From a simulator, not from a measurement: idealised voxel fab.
Process module under the name voxel capacitor over wiring
cross-section cut | 300 nm wide | cells 5 nm
Throughout this document, each cross-section is represented as a grid of square cells and is presented as a sequence of bands enumerated from the top downward, where a band comprises one or more rows of cells.
Top, bottom (nm), then materials left to right with widths (nm); lone material tagged "full width" fills the whole band edge to edge; "empty" = empty space.
Counting heights begins at 0, where everything beneath is, in the wafer as received, one material. The lowest band has no bottom; it goes on downwards, as "top 0, no bottom" shows.
Top row gets the first number, bottom row gets the second, and each row in between changes by the same step: that is how a band width like "30 to 40" works.
What does "same as before" mean for a step? It means no cell of the cross-section changed in that step.
The label "Closed void listing" introduces a list of the empty spaces, 8 cells or larger, that have no open way up to the top; each entry in it reads width x height at distance, where the distance is taken from the left edge and all three are stated in nm.
On a step's line, text after the settings is the simulator commenting on that step.
You can add "overlay nm" to a step's line. For a step with a mask, it describes how far the mask lay to the right of its planned position, and a negative number describes a lay to the left.
Process steps - plan:
1) RECEIVE: material Si
2) CONFORMAL_DEP: material SiO2, thk nm 15
3) DIRECTIONAL_DEP: material TiN, thk nm 5
4) DIRECTIONAL_DEP: material Ru, thk nm 15
5) DIRECTIONAL_DEP: material aC, thk nm 10
6) PATTERN: tone cover, mask id METAL_1, material resist, width nm 25, pitch nm 80, thk nm 25, overlay nm 0
7) DIRECTIONAL_ETCH: etch materials aC, depth nm 10
8) STRIP: etch materials resist
9) DIRECTIONAL_ETCH: etch materials Ru, depth nm 15
10) DIRECTIONAL_ETCH: etch materials TiN, depth nm 5
11) STRIP: etch materials aC
12) FILL_DEP: material SiO2, thk nm 10
13) CMP: height nm 35
14) CONFORMAL_DEP: material SiCN, thk nm 5
15) DIRECTIONAL_DEP: material SiO2, thk nm 20
16) MASKED_ETCH: tone open, mask id PLUG_1, width nm 15, etch materials SiO2, depth nm 20, overlay nm 0
17) MASKED_ETCH: tone open, mask id PLUG_1, width nm 15, etch materials SiCN, depth nm 5, overlay nm 0
18) CONFORMAL_DEP: material TiN, thk nm 5
19) FILL_DEP: material Ru, thk nm 5
20) CMP: height nm 60
21) DIRECTIONAL_DEP: material TiN, thk nm 10
22) DIRECTIONAL_DEP: material Al2O3, thk nm 5
23) DIRECTIONAL_DEP: material TiN, thk nm 5
24) MASKED_ETCH: tone cover, mask id UPPER_PLATE, width nm 60, etch materials TiN, depth nm 5, overlay nm 0
25) MASKED_ETCH: tone cover, mask id UPPER_PLATE, width nm 60, etch materials Al2O3, depth nm 5, overlay nm 0
26) MASKED_ETCH: tone cover, mask id LOWER_PLATE, width nm 70, etch materials TiN, depth nm 10, overlay nm 0
27) FILL_DEP: material SiO2, thk nm 15
28) CMP: height nm 90
29) DIRECTIONAL_DEP: material aC, thk nm 15
30) PATTERN: tone open, mask id PLUG_2, material resist, width nm 15, thk nm 35, overlay nm 0
31) DIRECTIONAL_ETCH: etch materials aC, depth nm 15
32) STRIP: etch materials resist
33) DIRECTIONAL_ETCH: etch materials SiO2, depth nm 10
34) STRIP: etch materials aC
35) CONFORMAL_DEP: material TiN, thk nm 5
36) FILL_DEP: material Ru, thk nm 5
37) CMP: height nm 90
38) CONFORMAL_DEP: material SiN, thk nm 5
Incoming wafer in cross-section (state: after step 1):
> top 0, no bottom | Si full width
> Closed void listing: none
Starting wafer: above. Plan: above. Run: one mistake. Cross-section after the module: below:
> top 95, bottom 90 | SiN full width
> top 90, bottom 85 | 115 SiO2, then 5 TiN, then 5 Ru, then 5 TiN, then 170 SiO2
> top 85, bottom 75 | 115 to 105 SiO2, then 15 to 60 TiN, then 170 to 135 SiO2
> top 75, bottom 70 | 105 SiO2, then 60 Al2O3, then 135 SiO2
> top 70, bottom 60 | 100 SiO2, then 70 TiN, then 130 SiO2
> top 60, bottom 40 | 105 SiO2, then 5 TiN, then 5 Ru, then 5 TiN, then 180 SiO2
> top 40, bottom 35 | 105 SiCN, then 15 TiN, then 180 SiCN
> top 35, bottom 30 | SiO2 full width
> top 30, bottom 15 | 95 SiO2, then 25 Ru, then 55 SiO2, then 25 Ru, then 100 SiO2
> top 15, bottom 0 | SiO2 full width
> top 0, no bottom | Si full width
> Closed void listing: none
Deviation noted in wafer processing: step 3 of the plan never got run, it was skipped over
